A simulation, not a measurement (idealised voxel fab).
The process module that follows is named voxel released beams.
The cross-section shown here is cut; it is 275 nm wide and divided into square cells measuring 5 nm on a side.
Cross-section, as written here: a square-cell grid given band by band from the top down, where a band holds one or more rows of cells.
Basically the band line says how high the top is and how high the bottom is, in nm, and then what's in it from left to right, every material with its width in nm. Empty space shows up as "blank", and if a single material carries "everywhere" it runs the full band edge to edge.
A quick word on heights: they are counted from 0, and under that level the wafer as it came to us is one material throughout. The lowest band is different from the rest in having no bottom; it simply continues downward, written as in "from 0 down".
Width spec "30..40" -> top row of cells at first value, bottom row at second value, equal per-row change in between.
"stayed the same" (step): cross-section cells unchanged, all of them.
"Enclosed void catalog" contains a list of empty spaces, each no smaller than 8 cells and without an open way to the top, written in the form width x height at distance with the distance from the left edge and all three in nm.
Text after the settings on a step's line: the simulator's own remark on that step.
Steps that use a mask can have "overlay nm" on their line. It says how far the mask sat to the right of where it was meant to be. Negative means to the left.

Process steps foreseen in the plan
| 1 | RECEIVE: material Si |
| 2 | CONFORMAL_DEP: material SiN, thk nm 10 |
| 3 | DIRECTIONAL_DEP: material SiO2, thk nm 20 |
| 4 | DIRECTIONAL_DEP: material aC, thk nm 15 |
| 5 | PATTERN: tone open, mask id ANCHOR, material resist, width nm 30, thk nm 35, overlay nm -15 |
| 6 | DIRECTIONAL_ETCH: etch materials aC, depth nm 15 |
| 7 | STRIP: etch materials resist |
| 8 | DIRECTIONAL_ETCH: etch materials SiO2, depth nm 20 |
| 9 | STRIP: etch materials aC |
| 10 | CONFORMAL_DEP: material TiN, thk nm 10 |
| 11 | PATTERN: tone cover, mask id BEAM, material resist, width nm 75, thk nm 15, overlay nm 0 |
| 12 | DIRECTIONAL_ETCH: etch materials TiN, depth nm 10 |
| 13 | STRIP: etch materials resist |
| 14 | STRIP: etch materials SiO2 |
Keep in mind the plan's value for the overlay nm of step 5 comes from the first wafer; the wafers don't share that setting, but they do share the same starting point.

Cross-section, first of several wafers, as delivered after step 1
    from 0 down: Si everywhere
    Enclosed void catalog: none

Wafer rows; end of module; cells per material since receipt: (+) gained, (-) lost; then closed voids
overlay nm -15 | +110 SiN | +46 TiN | Enclosed void catalog: none
overlay nm -10 | +110 SiN | +46 TiN | Enclosed void catalog: none
overlay nm -5 | +110 SiN | +46 TiN | Enclosed void catalog: none
overlay nm 0 | +110 SiN | +46 TiN | Enclosed void catalog: none
overlay nm 5 | +110 SiN | +46 TiN | Enclosed void catalog: none
overlay nm 10 | +110 SiN | +46 TiN | Enclosed void catalog: none
overlay nm 15 | +110 SiN | +46 TiN | Enclosed void catalog: none
